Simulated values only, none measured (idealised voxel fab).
The process module presented herein is designated voxel self aligned vias.
The figure presents cross-section cut, which has a width of 285 nm and is divided into square cells with an edge length of 5 nm.
Think of the cross-section as a grid of square cells. We describe it in bands, top to bottom, and each band covers one or more rows of those cells.
Top, bottom (nm), then materials left to right with widths (nm); lone material tagged "everywhere" fills the whole band edge to edge; "air" = empty space.
Below 0: as-received wafer, all one material; heights counted from there. Lowest band: no bottom, goes on down, written "from 0 down".
Note: "30..40" means the width goes from the first number (top row of the band) to the second number (bottom row) in equal steps per row of cells.
Where the words "same as before" appear for a step, the cross-section shows no cell changed by that step; every cell remained as before.
Reported under the label "Closed void register" are the empty spaces having no open way to the top and comprising 8 cells or more; the notation for each is width x height at distance, in which the distance is measured from the left edge and all three values are in nm.
Where a step's line continues beyond its settings, the continuation is a remark by the simulator itself on that step.
The line of a step may include "overlay nm". On a step with a mask, this value is how far to the right of its planned place the mask lay. A negative value means the mask lay to the left.
-- plan
1. RECEIVE with material Si
2. CONFORMAL_DEP with material SiO2, thk nm 10
3. CONFORMAL_DEP with material SiCN, thk nm 5
4. DIRECTIONAL_DEP with material lowk, thk nm 20
5. DIRECTIONAL_DEP with material aC, thk nm 15
6. PATTERN with tone open, mask id LINES, material resist, width nm 25, pitch nm 55, thk nm 35, overlay nm 0
7. DIRECTIONAL_ETCH with etch materials aC, depth nm 15
8. STRIP with etch materials resist
9. DIRECTIONAL_ETCH with etch materials lowk, depth nm 20
10. STRIP with etch materials aC
11. CONFORMAL_DEP with material TiN, thk nm 5
12. FILL_DEP with material Ru, thk nm 10
13. CMP with height nm 35
14. SELECTIVE_ETCH with etch materials W Ru TiN, depth nm 10
15. FILL_DEP with material SiN, thk nm 10
16. CMP with height nm 35
17. DIRECTIONAL_DEP with material lowk, thk nm 15
18. DIRECTIONAL_DEP with material aC, thk nm 15
19. PATTERN with tone open, mask id VIAS, material resist, width nm 35, pitch nm 110, thk nm 35, overlay nm 0
20. DIRECTIONAL_ETCH with etch materials aC, depth nm 15
21. STRIP with etch materials resist
22. DIRECTIONAL_ETCH with etch materials lowk, depth nm 15
23. DIRECTIONAL_ETCH with etch materials SiN, depth nm 10
24. STRIP with etch materials aC
25. CONFORMAL_DEP with material TiN, thk nm 5
26. FILL_DEP with material W, thk nm 10
27. CMP with height nm 50
28. CONFORMAL_DEP with material SiN, thk nm 5
-- Here's what the wafer looked like in cross-section when it arrived - that's after step 1
  from 0 down | Si everywhere
  Closed void register: none
-- The module was run from the start shown above using the plan shown above, but one mistake was made doing it; the resulting wafer cross-section is below
  from 55 to 50 | SiN everywhere
  from 50 to 35 | lowk 70 / TiN 5 / W 25 / TiN 5 / lowk 75 / TiN 5 / W 25 / TiN 5 / lowk 70
  from 35 to 30 | SiN 70 / TiN 5 / W 25 / TiN 5 / SiN 75 / TiN 5 / W 25 / TiN 5 / SiN 70
  from 30 to 25 | SiN 70 / TiN 35 / SiN 75 / TiN 35 / SiN 70
  from 25 to 15 | W everywhere
  from 15 to 10 | SiCN everywhere
  from 10 to 0 | SiO2 everywhere
  from 0 down | Si everywhere
  Closed void register: none
Deviation from plan: planned and actual differ for step 4; actual: DIRECTIONAL_DEP with material W, thk nm 20
